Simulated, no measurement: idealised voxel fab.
Presented below is a process module, voxel ribs on slabs.
Square cell edge 5 nm, section width 275 nm, ID cut.
This document writes a cross-section as a grid whose cells are square, and gives it as bands, listed from the top down; one or more rows of cells form a band. Basically the band line says how high the top is and how high the bottom is, in nm, and then what's in it from left to right, every material with its width in nm. Empty space shows up as "blank", and if a single material carries "everywhere" it runs the full band edge to edge. Note: height 0 marks the level under which the wafer is uniformly one material as received. Lowest band unbounded below, written "z 0 and below". A width such as "30..40" changes by the same amount from each row of cells to the next, from the band's top row to its bottom row. "all unchanged" after a step means that no cell of the cross-section changed. "Internal closed voids" enumerates empty spaces isolated from the top, with no open way to it, that contain at least 8 cells, giving each as width x height at distance from the left edge, all three in nm. Read whatever lies past the settings on a step's line as the simulator's own remark about the step. For masked steps, "overlay nm" on the step line gives how far right of plan the mask actually lay; a minus sign means it lay to the left.
### Here's what the planned process steps look like
- 1: op RECEIVE | material Si
- 2: op DIRECTIONAL_DEP | material SiO2 | thk nm 30
- 3: op DIRECTIONAL_DEP | material polySi | thk nm 25
- 4: op MASKED_ETCH | tone cover | mask id RIB | width nm 15 | etch materials polySi | depth nm 15 | overlay nm 0
- 5: op PATTERN | tone cover | mask id SLAB | material resist | width nm 75 | thk nm 15 | overlay nm 0
- 6: op DIRECTIONAL_ETCH | etch materials polySi | depth nm 10
- 7: op STRIP | etch materials resist
- 8: op FILL_DEP | material SiO2 | thk nm 25
- 9: op CMP | height nm 75
- 10: op DIRECTIONAL_DEP | material W | thk nm 5
- 11: op DIRECTIONAL_DEP | material aC | thk nm 15
- 12: op PATTERN | tone cover | mask id HEATER | material resist | width nm 25 | thk nm 30 | overlay nm 0
- 13: op DIRECTIONAL_ETCH | etch materials aC | depth nm 15
- 14: op STRIP | etch materials resist
- 15: op DIRECTIONAL_ETCH | etch materials W | depth nm 5
- 16: op STRIP | etch materials aC
- 17: op CONFORMAL_DEP | material SiO2 | thk nm 10
### Here's what the wafer looked like in cross-section when it arrived - that's after step 1
    z 0 and below | Si everywhere
    Internal closed voids: none
### Looking at the first of two wafers in cross-section at end of module - ran to plan
    z 90 to 85 | blank 115 nm | SiO2 45 nm | blank 115 nm
    z 85 to 80 | SiO2 everywhere
    z 80 to 75 | SiO2 125 nm | W 25 nm | SiO2 125 nm
    z 75 to 55 | SiO2 everywhere
    z 55 to 40 | SiO2 130 nm | polySi 15 nm | SiO2 130 nm
    z 40 to 30 | SiO2 100 nm | polySi 75 nm | SiO2 100 nm
    z 30 to 0 | SiO2 everywhere
    z 0 and below | Si everywhere
    Internal closed voids: none
### What the second wafer looks like in cross-section once the module is done. Its start and its plan matched the first wafer's exactly; what differed was one mistake in how it was run
    z 90 to 85 | blank 115 nm | SiO2 50 nm | blank 110 nm
    z 85 to 80 | SiO2 everywhere
    z 80 to 75 | SiO2 125 nm | W 30 nm | SiO2 120 nm
    z 75 to 55 | SiO2 everywhere
    z 55 to 40 | SiO2 130 nm | polySi 15 nm | SiO2 130 nm
    z 40 to 30 | SiO2 100 nm | polySi 75 nm | SiO2 100 nm
    z 30 to 0 | SiO2 everywhere
    z 0 and below | Si everywhere
    Internal closed voids: none
Against the plan, the run slipped here: step 12 was run on a setting that differed from the plan, and what really ran there is op PATTERN | tone cover | mask id HEATER | material resist | width nm 30 | thk nm 30 | overlay nm 0
at the end the second wafer has, in cells: 1 more of W
